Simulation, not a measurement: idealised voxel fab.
process module | voxel transistor to metal
cross-section cut | 210 nm wide | cells 5 nm
A cross-section is a grid of square cells, given in bands from the top down. A band is one or more rows of cells.
Each band's line starts with the height of the band's top and of its bottom, in nm. Then come its materials from left to right, each with its width in nm. One material with "throughout" fills the band from edge to edge. "air" is empty space.
Height 0 is the level under which the wafer as received is all one material. The lowest band goes on downwards, as in "0 down".
A width such as "30 to 40" changes by the same amount from each row of cells to the next, from the band's top row to its bottom row.
"no change" after a step means that no cell of the cross-section changed.
closed voids: empty space of 8 cells or more with no open way to the top, each as width x height at its distance from the left edge, in nm
after a step's settings: what the simulator itself notes on the step
overlay nm, on a step with a mask: how far to the right of its planned place the mask lay; to the left if negative
plan
1 op RECEIVE | material Si
2 op OXIDIZE | depth nm 5
3 op CONFORMAL_DEP | material SiN | thk nm 15
4 op PATTERN | tone cover | mask id ACTIVE | material resist | width nm 115 | thk nm 15 | overlay nm 0
5 op DIRECTIONAL_ETCH | etch materials SiN | depth nm 15
6 op DIRECTIONAL_ETCH | etch materials SiO2 | depth nm 5
7 op DIRECTIONAL_ETCH | etch materials Si | depth nm 30
8 op STRIP | etch materials resist
9 op OXIDIZE | depth nm 5
10 op FILL_DEP | material SiO2 | thk nm 10
11 op CMP | height nm 15
12 op SELECTIVE_ETCH | etch materials SiO2 | depth nm 10
13 op STRIP | etch materials SiN
14 op SELECTIVE_ETCH | etch materials SiO2 | depth nm 5
15 op OXIDIZE | depth nm 5
16 op DIRECTIONAL_DEP | material polySi | thk nm 20
17 op DIRECTIONAL_DEP | material SiCN | thk nm 15
18 op DIRECTIONAL_DEP | material aC | thk nm 10
19 op PATTERN | tone cover | mask id GATE | material resist | width nm 25 | thk nm 25 | overlay nm 0
20 op DIRECTIONAL_ETCH | etch materials aC | depth nm 10
21 op STRIP | etch materials resist
22 op DIRECTIONAL_ETCH | etch materials SiCN | depth nm 25
23 op DIRECTIONAL_ETCH | etch materials polySi | depth nm 30
24 op STRIP | etch materials aC
25 op CONFORMAL_DEP | material SiO2 | thk nm 5
26 op DIRECTIONAL_ETCH | etch materials SiO2 | depth nm 5
27 op CONFORMAL_DEP | material SiN | thk nm 5
28 op DIRECTIONAL_ETCH | etch materials SiN | depth nm 5
29 op DIRECTIONAL_ETCH | etch materials SiO2 | depth nm 5
30 op DIRECTIONAL_ETCH | etch materials Si | depth nm 5
31 op EPI | material SiGe | thk nm 10
32 op FILL_DEP | material SiO2 | thk nm 5
33 op CMP | height nm 30
34 op DIRECTIONAL_DEP | material SiO2 | thk nm 10
35 op DIRECTIONAL_DEP | material aC | thk nm 10
36 op PATTERN | tone open | mask id CONTACT | material resist | width nm 35 | pitch nm 70 | thk nm 30 | overlay nm 0
37 op DIRECTIONAL_ETCH | etch materials aC | depth nm 10
38 op STRIP | etch materials resist
39 op DIRECTIONAL_ETCH | etch materials SiO2 | depth nm 45
40 op STRIP | etch materials aC
41 op CONFORMAL_DEP | material TiN | thk nm 5
42 op FILL_DEP | material Ru | thk nm 5
43 op CMP | height nm 40
44 op DIRECTIONAL_DEP | material TiN | thk nm 5
45 op DIRECTIONAL_DEP | material W | thk nm 15
46 op MASKED_ETCH | tone cover | mask id METAL_1 | width nm 20 | pitch nm 85 | etch materials W | depth nm 15 | overlay nm 0
47 op MASKED_ETCH | tone cover | mask id METAL_1 | width nm 20 | pitch nm 85 | etch materials TiN | depth nm 5 | overlay nm 0
48 op CONFORMAL_DEP | material SiN | thk nm 5
49 op FILL_DEP | material SiO2 | thk nm 10
50 op CMP | height nm 60
51 op CONFORMAL_DEP | material SiCN | thk nm 5
52 op DIRECTIONAL_DEP | material SiO2 | thk nm 25
53 op PATTERN | tone open | mask id METAL_2 | material resist | width nm 20 | pitch nm 85 | thk nm 20 | overlay nm 0
54 op DIRECTIONAL_ETCH | etch materials SiO2 | depth nm 15
55 op STRIP | etch materials resist
56 op PATTERN | tone open | mask id METAL_2_HOLES | material resist | width nm 15 | pitch nm 85 | thk nm 20 | overlay nm 0
57 op DIRECTIONAL_ETCH | etch materials SiO2 | depth nm 10
58 op DIRECTIONAL_ETCH | etch materials SiCN | depth nm 5
59 op STRIP | etch materials resist
60 op CONFORMAL_DEP | material TiN | thk nm 5
61 op FILL_DEP | material Cu | thk nm 5
62 op CMP | height nm 90
63 op CONFORMAL_DEP | material SiN | thk nm 5
as received, after step 1
  0 down: Si throughout
  closed voids: none
a wafer at the end: this start, this plan, one mistake
  95 to 90: SiN throughout
  90 to 80: SiO2 50 | TiN 5 | Cu 10 | TiN 5 | SiO2 65 | TiN 5 | Cu 10 | TiN 5 | SiO2 55
  80 to 75: SiO2 50 | TiN 5 | Cu 5 | TiN 10 | SiO2 65 | TiN 5 | Cu 5 | TiN 10 | SiO2 55
  75 to 65: SiO2 50 | TiN 5 | Cu 5 | TiN 5 | SiO2 70 | TiN 5 | Cu 5 | TiN 5 | SiO2 60
  65 to 60: SiCN 50 | TiN 15 | SiCN 70 | TiN 15 | SiCN 60
  60 to 45: SiO2 45 | SiN 5 | W 20 | SiN 5 | SiO2 55 | SiN 5 | W 20 | SiN 5 | SiO2 50
  45 to 40: SiN 50 | TiN 20 | SiN 65 | TiN 20 | SiN 55
  40 to 30: SiO2 40 | TiN 5 | Ru 25 | TiN 5 | SiO2 35 | TiN 5 to 20 | Ru 25 to 10 | TiN 5 | SiO2 65
  30 to 15: SiO2 40 | TiN 5 | Ru 25 | TiN 5 | SiO2 5 | SiN 5 | SiO2 5 | SiCN 25 | TiN 5 | SiN 5 | TiN 5 | Ru 10 | TiN 5 | SiO2 65
  15 to 5: SiO2 40 | TiN 5 | Ru 25 | TiN 5 | SiO2 5 | SiN 5 | SiO2 5 | polySi 25 | TiN 5 | SiN 5 | TiN 5 | Ru 10 | TiN 5 | SiO2 65
  5 to 0: SiO2 40 | TiN 15 | Ru 10 | TiN 10 | SiO2 5 | SiN 5 | SiO2 5 | polySi 25 | TiN 5 | SiN 5 | TiN 20 | SiO2 65
  0 to -5: SiO2 40 | TiN 5 | SiN 5 | TiN 20 | SiGe 10 | SiN 5 | SiO2 5 | polySi 25 | TiN 5 | SiN 5 | SiGe 10 | TiN 10 | SiO2 10 | SiN 5 | SiO2 50
  -5 to -10: SiO2 50 | SiGe 30 | SiO2 45 | SiGe 30 | SiO2 55
  -10 to -15: SiO2 50 | SiGe 30 | Si 45 | SiGe 30 | SiO2 55
  -15 to -40: SiO2 50 | Si 105 | SiO2 55
  -40 down: Si throughout
  closed voids: none
what went wrong: step 36 ran as: op PATTERN | tone open | mask id CONTACT | material resist | width nm 35 | pitch nm 70 | thk nm 30 | overlay nm -10
